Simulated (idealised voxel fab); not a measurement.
process module | voxel double patterning
cross-section cut | 170 nm wide | cells 5 nm
A cross-section is a grid of square cells, given in bands from the top down. A band is one or more rows of cells.
Each band's line starts with the height of the band's top and of its bottom, in nm. Then come its materials from left to right, each with its width in nm. One material with "throughout" fills the band from edge to edge. "air" is empty space.
Height 0 is the level under which the wafer as received is all one material. The lowest band goes on downwards, as in "0 down".
A width such as "30 to 40" changes by the same amount from each row of cells to the next, from the band's top row to its bottom row.
"no change" after a step means that no cell of the cross-section changed.
closed voids: empty space of 8 cells or more with no open way to the top, each as width x height at its distance from the left edge, in nm
after a step's settings: what the simulator itself notes on the step
overlay nm, on a step with a mask: how far to the right of its planned place the mask lay; to the left if negative
plan
1 op RECEIVE | material Si
2 op CONFORMAL_DEP | material SiO2 | thk nm 5
3 op DIRECTIONAL_DEP | material TiN | thk nm 20
4 op DIRECTIONAL_DEP | material SiN | thk nm 10
5 op MASKED_ETCH | tone open | mask id FIRST | width nm 15 | pitch nm 50 | etch materials SiN | depth nm 10 | overlay nm 0
6 op DIRECTIONAL_DEP | material aC | thk nm 10
7 op PATTERN | tone open | mask id SECOND | material resist | width nm 15 | thk nm 30 | overlay nm 0
8 op DIRECTIONAL_ETCH | etch materials aC | depth nm 10
9 op STRIP | etch materials resist
10 op DIRECTIONAL_ETCH | etch materials SiN | depth nm 10
11 op STRIP | etch materials aC
12 op DIRECTIONAL_ETCH | etch materials TiN | depth nm 20
13 op STRIP | etch materials SiN
as received, after step 1
  0 down: Si throughout
  closed voids: none
a wafer at the end: this start, this plan, one mistake
  20 to 0: TiN 50 | air 15 | TiN 10 | air 15 | TiN 10 | air 15 | TiN 55
  0 down: Si throughout
  closed voids: none
what went wrong: step 2 was left out
